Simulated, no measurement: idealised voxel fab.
The process module that follows is named voxel spacer lines.
We display cut, a cross-section 230 nm in width whose square cells are each 5 nm.
We lay out every cross-section as a grid of square cells and spell it out in bands from the top down, where one band means one or more rows of cells. Per band: top height and bottom height in nm, followed by the left-to-right materials and their widths in nm; "throughout" marks a single material spanning edge to edge, "empty" marks empty space. Counting heights begins at 0, where everything beneath is, in the wafer as received, one material. The lowest band has no bottom; it goes on downwards, as "0 nm and below" shows. Think of "30 to 40" as a width that walks from the first number to the second as you go down the band, top row to bottom row, taking equal-sized steps from row to row. For the purposes of this document, the phrase "changes: none" attached to a step denotes that no cell within the cross-section was modified by that step. "Closed void listing" enumerates empty spaces isolated from the top, with no open way to it, that contain at least 8 cells, giving each as width x height at distance from the left edge, all three in nm. If you see something after the settings on a step's line, that's the simulator's own remark about that step. The line of a step may include "overlay nm". On a step with a mask, this value is how far to the right of its planned place the mask lay. A negative value means the mask lay to the left.

## Steps in the process plan
1. RECEIVE: material Si
2. CONFORMAL_DEP: material Al2O3, thk nm 10
3. DIRECTIONAL_DEP: material polySi, thk nm 20
4. DIRECTIONAL_DEP: material aC, thk nm 30
5. PATTERN: tone cover, mask id MANDREL, material resist, width nm 15, pitch nm 70, thk nm 35, overlay nm 0
6. DIRECTIONAL_ETCH: etch materials aC, depth nm 30
7. STRIP: etch materials resist
8. CONFORMAL_DEP: material SiO2, thk nm 15
9. DIRECTIONAL_ETCH: etch materials SiO2, depth nm 15
10. STRIP: etch materials aC
11. DIRECTIONAL_ETCH: etch materials polySi, depth nm 20
12. STRIP: etch materials SiO2
13. FILL_DEP: material SiO2, thk nm 5
14. CMP: height nm 30
Heads up: all these wafers start the same, and what changes between them is the width nm in step 5. The value you see in the plan is just what the first wafer got.

## Incoming state of the first of several wafers in cross-section: after step 1
	0 nm and below | Si throughout
	Closed void listing: none

## Gained (+) or lost (-) cells of each material since receipt, then closed voids: one row per wafer, at the end of the module
width nm 15 | +92 Al2O3 | +136 SiO2 | +48 polySi | Closed void listing: none
width nm 20 | +92 Al2O3 | +136 SiO2 | +48 polySi | Closed void listing: none
width nm 25 | +92 Al2O3 | +136 SiO2 | +48 polySi | Closed void listing: none
width nm 30 | +92 Al2O3 | +136 SiO2 | +48 polySi | Closed void listing: none
width nm 35 | +92 Al2O3 | +136 SiO2 | +48 polySi | Closed void listing: none
